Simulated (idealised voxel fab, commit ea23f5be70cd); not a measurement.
process module | voxel self aligned vias
cross-section cut | 210 nm wide | cells 5 nm
A cross-section is a grid of square cells, given in bands from the top down. A band is one or more rows of cells.
Each band's line starts with the height of the band's top and of its bottom, in nm. Then come its materials from left to right, each with its width in nm. One material with "throughout" fills the band from edge to edge. "air" is empty space.
Height 0 is the level under which the wafer as received is all one material. The lowest band goes on downwards, as in "0 down".
A width such as "30 to 40" changes by the same amount from each row of cells to the next, from the band's top row to its bottom row.
"no change" after a step means that no cell of the cross-section changed.
closed voids: empty space of 8 cells or more with no open way to the top, each as width x height at its distance from the left edge, in nm
after a step's settings: what the simulator itself notes on the step
overlay nm, on a step with a mask: how far to the right of its planned place the mask lay; to the left if negative
plan
1 op RECEIVE | material Si
2 op CONFORMAL_DEP | material SiO2 | thk nm 10
3 op CONFORMAL_DEP | material SiCN | thk nm 5
4 op DIRECTIONAL_DEP | material lowk | thk nm 30
5 op PATTERN | tone open | mask id LINES | material resist | width nm 20 | pitch nm 55 | thk nm 15 | overlay nm 0
6 op DIRECTIONAL_ETCH | etch materials lowk | depth nm 30
7 op STRIP | etch materials resist
8 op CONFORMAL_DEP | material TiN | thk nm 5
9 op FILL_DEP | material W | thk nm 10
10 op CMP | height nm 45
11 op SELECTIVE_ETCH | etch materials W Ru TiN | depth nm 10
12 op FILL_DEP | material SiN | thk nm 5
13 op CMP | height nm 45
14 op DIRECTIONAL_DEP | material lowk | thk nm 20
15 op MASKED_ETCH | tone open | mask id VIAS | width nm 40 | etch materials lowk | depth nm 20 | overlay nm 0
16 op MASKED_ETCH | tone open | mask id VIAS | width nm 40 | etch materials SiN | depth nm 10 | overlay nm 0
17 op CONFORMAL_DEP | material TiN | thk nm 5
18 op FILL_DEP | material W | thk nm 10
19 op CMP | height nm 65
20 op CONFORMAL_DEP | material SiCN | thk nm 5
as received, after step 1
  0 down: Si throughout
  closed voids: none
first wafer at the end, as planned
  70 to 65: SiCN throughout
  65 to 50: lowk 55 | TiN 5 | W 30 | TiN 5 | lowk 115
  50 to 45: lowk 55 | TiN 15 | W 10 | TiN 15 | lowk 115
  45 to 40: lowk 65 | TiN 5 | W 10 | TiN 5 | lowk 35 | SiN 20 | lowk 70
  40 to 35: lowk 65 | TiN 20 | lowk 35 | SiN 20 | lowk 70
  35 to 20: lowk 65 | TiN 5 | W 10 | TiN 5 | lowk 35 | TiN 5 | W 10 | TiN 5 | lowk 70
  20 to 15: lowk 65 | TiN 20 | lowk 35 | TiN 20 | lowk 70
  15 to 10: SiCN throughout
  10 to 0: SiO2 throughout
  0 down: Si throughout
  closed voids: none
second wafer at the end: like start, like plan, one mistake
  85 to 80: SiCN throughout
  80 to 70: W throughout
  70 to 65: TiN 60 | W 30 | TiN 120
  65 to 50: lowk 55 | TiN 5 | W 30 | TiN 5 | lowk 115
  50 to 45: lowk 55 | TiN 15 | W 10 | TiN 15 | lowk 115
  45 to 40: lowk 65 | TiN 5 | W 10 | TiN 5 | lowk 35 | SiN 20 | lowk 70
  40 to 35: lowk 65 | TiN 20 | lowk 35 | SiN 20 | lowk 70
  35 to 20: lowk 65 | TiN 5 | W 10 | TiN 5 | lowk 35 | TiN 5 | W 10 | TiN 5 | lowk 70
  20 to 15: lowk 65 | TiN 20 | lowk 35 | TiN 20 | lowk 70
  15 to 10: SiCN throughout
  10 to 0: SiO2 throughout
  0 down: Si throughout
  closed voids: none
what went wrong: step 19 was left out
at the end the second wafer has, in cells: 36 more of TiN | 90 more of W
